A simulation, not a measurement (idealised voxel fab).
Herein follows the process module entitled voxel transistor to metal.
Shown is cross-section cut, with a width of 300 nm and square cells of size 5 nm.
Reading order for cross-sections: top band down to bottom band. Underlying form: a grid of square cells. Band size: one or more rows of cells.
Within each band entry, the heights of the top and of the bottom of the band appear first, in that order and in nm; the materials of the band then follow from left to right, each with its corresponding width in nm. The designation "edge to edge" on a single material indicates that it fills the band from edge to edge; the designation "empty" indicates empty space.
Where do heights start? At 0: under that level the wafer as delivered is made of one material only. And the lowest band has no floor; it just carries on downward, as in "0 -> down".
Width: "30->40" (first number = top row, second number = bottom row, same change from row to row of cells).
What does "no change" mean for a step? It means no cell of the cross-section changed in that step.
So "Unvented internal voids" is basically the list of trapped voids: any empty space of 8 cells or more that can't reach the top through an opening. They're written width x height at distance, the distance being from the left edge, and it's all nm.
Whatever follows a step's settings on its line is a remark the simulator itself makes about that step.
For masked steps, "overlay nm" on the step line gives how far right of plan the mask actually lay; a minus sign means it lay to the left.
Structure of the following material. The material consists of pairs of cross-sections. Each pair comprises the cross-section before one process step and the cross-section after that step, the latter shown only down to the lowest band that changed. The step between the cross-sections is specified beneath each pair, including its settings. Pairs are not necessarily consecutive: they may derive from different runs of this module performed on the same starting wafer. Continuity with the pair above is to be assumed only where the entry headed "Pre-process state" of the pair in question states it.

[Pre-process state]
	45 -> 35 = empty: 55 / SiO2: 15 / empty: 50 / SiO2: 15 / empty: 30 / SiO2: 15 / empty: 50 / SiO2: 15 / empty: 55
	35 -> 25 = empty: 55 / SiO2: 15 / empty: 5 / SiN: 5 / empty: 5 / SiCN: 20 / empty: 5 / SiN: 5 / empty: 5 / SiO2: 15 / empty: 30 / SiO2: 15 / empty: 5 / SiN: 5 / empty: 5 / SiCN: 20 / empty: 5 / SiN: 5 / empty: 5 / SiO2: 15 / empty: 55
	25 -> 5 = empty: 55 / SiO2: 15 / empty: 5 / SiN: 5 / empty: 5 / polySi: 20 / empty: 5 / SiN: 5 / empty: 5 / SiO2: 15 / empty: 30 / SiO2: 15 / empty: 5 / SiN: 5 / empty: 5 / polySi: 20 / empty: 5 / SiN: 5 / empty: 5 / SiO2: 15 / empty: 55
	5 -> -5 = empty: 50 / SiN: 5 / SiO2: 5 / SiGe: 15 / SiN: 5 / empty: 5 / polySi: 20 / empty: 5 / SiN: 5 / SiGe: 15 / SiO2: 5 / SiN: 5 / empty: 20 / SiN: 5 / SiO2: 5 / SiGe: 15 / SiN: 5 / empty: 5 / polySi: 20 / empty: 5 / SiN: 5 / SiGe: 15 / SiO2: 5 / SiN: 5 / empty: 50
	-5 -> -10 = empty: 50 / SiO2: 10 / SiGe: 15 / SiO2: 5 / empty: 5 / SiO2: 20 / empty: 5 / SiO2: 5 / SiGe: 15 / SiO2: 10 / empty: 20 / SiO2: 10 / SiGe: 15 / SiO2: 5 / empty: 5 / SiO2: 20 / empty: 5 / SiO2: 5 / SiGe: 15 / SiO2: 10 / empty: 50
	-10 -> -25 = SiO2: 55 / SiGe: 20 / Si: 40 / SiGe: 20 / SiO2: 30 / SiGe: 20 / Si: 40 / SiGe: 20 / SiO2: 55
	-25 -> -40 = SiO2: 55 / Si: 80 / SiO2: 30 / Si: 80 / SiO2: 55
	-40 -> down = Si edge to edge
	Unvented internal voids: none

[Resultant Cross-Section]
	50 -> 45 = empty: 50 / TiN: 25 / empty: 40 / TiN: 25 / empty: 20 / TiN: 25 / empty: 40 / TiN: 25 / empty: 50
	45 -> 40 = empty: 50 / TiN: 5 / SiO2: 15 / TiN: 5 / empty: 40 / TiN: 5 / SiO2: 15 / TiN: 5 / empty: 20 / TiN: 5 / SiO2: 15 / TiN: 5 / empty: 40 / TiN: 5 / SiO2: 15 / TiN: 5 / empty: 50
	40 -> 35 = empty: 50 / TiN: 5 / SiO2: 15 / TiN: 50 / SiO2: 15 / TiN: 5 / empty: 20 / TiN: 5 / SiO2: 15 / TiN: 50 / SiO2: 15 / TiN: 5 / empty: 50
	35 -> 25 = empty: 50 / TiN: 5 / SiO2: 15 / TiN: 5 / SiN: 5 / TiN: 5 / SiCN: 20 / TiN: 5 / SiN: 5 / TiN: 5 / SiO2: 15 / TiN: 5 / empty: 20 / TiN: 5 / SiO2: 15 / TiN: 5 / SiN: 5 / TiN: 5 / SiCN: 20 / TiN: 5 / SiN: 5 / TiN: 5 / SiO2: 15 / TiN: 5 / empty: 50
	25 -> 10 = empty: 50 / TiN: 5 / SiO2: 15 / TiN: 5 / SiN: 5 / TiN: 5 / polySi: 20 / TiN: 5 / SiN: 5 / TiN: 5 / SiO2: 15 / TiN: 5 / empty: 20 / TiN: 5 / SiO2: 15 / TiN: 5 / SiN: 5 / TiN: 5 / polySi: 20 / TiN: 5 / SiN: 5 / TiN: 5 / SiO2: 15 / TiN: 5 / empty: 50
	10 -> 5 = empty: 45 / TiN: 10 / SiO2: 15 / TiN: 5 / SiN: 5 / TiN: 5 / polySi: 20 / TiN: 5 / SiN: 5 / TiN: 5 / SiO2: 15 / TiN: 10 / empty: 10 / TiN: 10 / SiO2: 15 / TiN: 5 / SiN: 5 / TiN: 5 / polySi: 20 / TiN: 5 / SiN: 5 / TiN: 5 / SiO2: 15 / TiN: 10 / empty: 45
	5 -> -5 = empty: 45 / TiN: 5 / SiN: 5 / SiO2: 5 / SiGe: 15 / SiN: 5 / TiN: 5 / polySi: 20 / TiN: 5 / SiN: 5 / SiGe: 15 / SiO2: 5 / SiN: 5 / TiN: 5 / empty: 10 / TiN: 5 / SiN: 5 / SiO2: 5 / SiGe: 15 / SiN: 5 / TiN: 5 / polySi: 20 / TiN: 5 / SiN: 5 / SiGe: 15 / SiO2: 5 / SiN: 5 / TiN: 5 / empty: 45
	-5 -> -10 = TiN: 50 / SiO2: 10 / SiGe: 15 / SiO2: 5 / TiN: 5 / SiO2: 20 / TiN: 5 / SiO2: 5 / SiGe: 15 / SiO2: 10 / TiN: 20 / SiO2: 10 / SiGe: 15 / SiO2: 5 / TiN: 5 / SiO2: 20 / TiN: 5 / SiO2: 5 / SiGe: 15 / SiO2: 10 / TiN: 50
	below -10: unchanged
	Unvented internal voids: none
Formally, the process step situated between the two cross-sections above is CONFORMAL_DEP, material TiN, thk nm 5

Pre-process state: Please consult the pair immediately above; the cross-section it shows after its step is the state before this step.

[Resultant Cross-Section]
	55 -> 50 = W edge to edge
	50 -> 45 = W: 50 / TiN: 25 / W: 40 / TiN: 25 / W: 20 / TiN: 25 / W: 40 / TiN: 25 / W: 50
	45 -> 40 = W: 50 / TiN: 5 / SiO2: 15 / TiN: 5 / W: 40 / TiN: 5 / SiO2: 15 / TiN: 5 / W: 20 / TiN: 5 / SiO2: 15 / TiN: 5 / W: 40 / TiN: 5 / SiO2: 15 / TiN: 5 / W: 50
	40 -> 35 = W: 50 / TiN: 5 / SiO2: 15 / TiN: 50 / SiO2: 15 / TiN: 5 / W: 20 / TiN: 5 / SiO2: 15 / TiN: 50 / SiO2: 15 / TiN: 5 / W: 50
	35 -> 25 = W: 50 / TiN: 5 / SiO2: 15 / TiN: 5 / SiN: 5 / TiN: 5 / SiCN: 20 / TiN: 5 / SiN: 5 / TiN: 5 / SiO2: 15 / TiN: 5 / W: 20 / TiN: 5 / SiO2: 15 / TiN: 5 / SiN: 5 / TiN: 5 / SiCN: 20 / TiN: 5 / SiN: 5 / TiN: 5 / SiO2: 15 / TiN: 5 / W: 50
	25 -> 10 = W: 50 / TiN: 5 / SiO2: 15 / TiN: 5 / SiN: 5 / TiN: 5 / polySi: 20 / TiN: 5 / SiN: 5 / TiN: 5 / SiO2: 15 / TiN: 5 / W: 20 / TiN: 5 / SiO2: 15 / TiN: 5 / SiN: 5 / TiN: 5 / polySi: 20 / TiN: 5 / SiN: 5 / TiN: 5 / SiO2: 15 / TiN: 5 / W: 50
	10 -> 5 = W: 45 / TiN: 10 / SiO2: 15 / TiN: 5 / SiN: 5 / TiN: 5 / polySi: 20 / TiN: 5 / SiN: 5 / TiN: 5 / SiO2: 15 / TiN: 10 / W: 10 / TiN: 10 / SiO2: 15 / TiN: 5 / SiN: 5 / TiN: 5 / polySi: 20 / TiN: 5 / SiN: 5 / TiN: 5 / SiO2: 15 / TiN: 10 / W: 45
	5 -> -5 = W: 45 / TiN: 5 / SiN: 5 / SiO2: 5 / SiGe: 15 / SiN: 5 / TiN: 5 / polySi: 20 / TiN: 5 / SiN: 5 / SiGe: 15 / SiO2: 5 / SiN: 5 / TiN: 5 / W: 10 / TiN: 5 / SiN: 5 / SiO2: 5 / SiGe: 15 / SiN: 5 / TiN: 5 / polySi: 20 / TiN: 5 / SiN: 5 / SiGe: 15 / SiO2: 5 / SiN: 5 / TiN: 5 / W: 45
	below -5: unchanged
	Unvented internal voids: none
Formally, the process step situated between the two cross-sections above is FILL_DEP, material W, thk nm 5

Pre-process state: Please consult the pair immediately above; the cross-section it shows after its step is the state before this step.

[Resultant Cross-Section]
	45 -> 40 = W: 50 / TiN: 5 / SiO2: 15 / TiN: 5 / W: 40 / TiN: 5 / SiO2: 15 / TiN: 5 / W: 20 / TiN: 5 / SiO2: 15 / TiN: 5 / W: 40 / TiN: 5 / SiO2: 15 / TiN: 5 / W: 50
	below 40: unchanged
	Unvented internal voids: none
Formally, the process step situated between the two cross-sections above is CMP, height nm 45

Pre-process state: Please consult the pair immediately above; the cross-section it shows after its step is the state before this step.

[Resultant Cross-Section]
	50 -> 45 = TiN edge to edge
	below 45: unchanged
	Unvented internal voids: none
Formally, the process step situated between the two cross-sections above is DIRECTIONAL_DEP, material TiN, thk nm 5

Pre-process state: Please consult the pair immediately above; the cross-section it shows after its step is the state before this step.

[Resultant Cross-Section]
	70 -> 50 = Ru edge to edge
	below 50: unchanged
	Unvented internal voids: none
Formally, the process step situated between the two cross-sections above is DIRECTIONAL_DEP, material Ru, thk nm 20

Pre-process state: Please consult the pair immediately above; the cross-section it shows after its step is the state before this step.

[Resultant Cross-Section]
	85 -> 70 = empty: 55 / resist: 15 / empty: 50 / resist: 15 / empty: 30 / resist: 15 / empty: 50 / resist: 15 / empty: 55
	below 70: unchanged
	Unvented internal voids: none
Formally, the process step situated between the two cross-sections above is PATTERN, tone cover, mask id METAL_1, material resist, width nm 15, thk nm 15, overlay nm 0

Pre-process state: Please consult the pair immediately above; the cross-section it shows after its step is the state before this step.

[Resultant Cross-Section]
	85 -> 70 = empty: 55 / resist: 15 / empty: 50 / resist: 15 / empty: 30 / resist: 15 / empty: 50 / resist: 15 / empty: 55
	70 -> 50 = empty: 55 / Ru: 15 / empty: 50 / Ru: 15 / empty: 30 / Ru: 15 / empty: 50 / Ru: 15 / empty: 55
	below 50: unchanged
	Unvented internal voids: none
Formally, the process step situated between the two cross-sections above is DIRECTIONAL_ETCH, etch materials Ru, depth nm 20

Pre-process state: Please consult the pair immediately above; the cross-section it shows after its step is the state before this step.

[Resultant Cross-Section]
	85 -> 70 = empty: 55 / resist: 15 / empty: 50 / resist: 15 / empty: 30 / resist: 15 / empty: 50 / resist: 15 / empty: 55
	70 -> 50 = empty: 55 / Ru: 15 / empty: 50 / Ru: 15 / empty: 30 / Ru: 15 / empty: 50 / Ru: 15 / empty: 55
	50 -> 45 = empty: 55 / TiN: 15 / empty: 50 / TiN: 15 / empty: 30 / TiN: 15 / empty: 50 / TiN: 15 / empty: 55
	below 45: unchanged
	Unvented internal voids: none
Formally, the process step situated between the two cross-sections above is DIRECTIONAL_ETCH, etch materials TiN, depth nm 5

Pre-process state: Please consult the pair immediately above; the cross-section it shows after its step is the state before this step.

[Resultant Cross-Section]
	70 -> 50 = empty: 55 / Ru: 15 / empty: 50 / Ru: 15 / empty: 30 / Ru: 15 / empty: 50 / Ru: 15 / empty: 55
	below 50: unchanged
	Unvented internal voids: none
Formally, the process step situated between the two cross-sections above is STRIP, etch materials resist

Pre-process state: Please consult the pair immediately above; the cross-section it shows after its step is the state before this step.

[Resultant Cross-Section]
	75 -> 70 = empty: 50 / SiN: 25 / empty: 40 / SiN: 25 / empty: 20 / SiN: 25 / empty: 40 / SiN: 25 / empty: 50
	70 -> 50 = empty: 50 / SiN: 5 / Ru: 15 / SiN: 5 / empty: 40 / SiN: 5 / Ru: 15 / SiN: 5 / empty: 20 / SiN: 5 / Ru: 15 / SiN: 5 / empty: 40 / SiN: 5 / Ru: 15 / SiN: 5 / empty: 50
	50 -> 45 = SiN: 55 / TiN: 15 / SiN: 50 / TiN: 15 / SiN: 30 / TiN: 15 / SiN: 50 / TiN: 15 / SiN: 55
	below 45: unchanged
	Unvented internal voids: none
Formally, the process step situated between the two cross-sections above is CONFORMAL_DEP, material SiN, thk nm 5

Pre-process state: Please consult the pair immediately above; the cross-section it shows after its step is the state before this step.

[Resultant Cross-Section]
	85 -> 75 = SiO2 edge to edge
	75 -> 70 = SiO2: 50 / SiN: 25 / SiO2: 40 / SiN: 25 / SiO2: 20 / SiN: 25 / SiO2: 40 / SiN: 25 / SiO2: 50
	70 -> 50 = SiO2: 50 / SiN: 5 / Ru: 15 / SiN: 5 / SiO2: 40 / SiN: 5 / Ru: 15 / SiN: 5 / SiO2: 20 / SiN: 5 / Ru: 15 / SiN: 5 / SiO2: 40 / SiN: 5 / Ru: 15 / SiN: 5 / SiO2: 50
	below 50: unchanged
	Unvented internal voids: none
Formally, the process step situated between the two cross-sections above is FILL_DEP, material SiO2, thk nm 10

Pre-process state: Please consult the pair immediately above; the cross-section it shows after its step is the state before this step.

[Resultant Cross-Section]
	70 -> 50 = SiO2: 50 / SiN: 5 / Ru: 15 / SiN: 5 / SiO2: 40 / SiN: 5 / Ru: 15 / SiN: 5 / SiO2: 20 / SiN: 5 / Ru: 15 / SiN: 5 / SiO2: 40 / SiN: 5 / Ru: 15 / SiN: 5 / SiO2: 50
	below 50: unchanged
	Unvented internal voids: none
Formally, the process step situated between the two cross-sections above is CMP, height nm 70

Pre-process state: Please consult the pair immediately above; the cross-section it shows after its step is the state before this step.

[Resultant Cross-Section]
	75 -> 70 = SiCN edge to edge
	below 70: unchanged
	Unvented internal voids: none
Formally, the process step situated between the two cross-sections above is CONFORMAL_DEP, material SiCN, thk nm 5
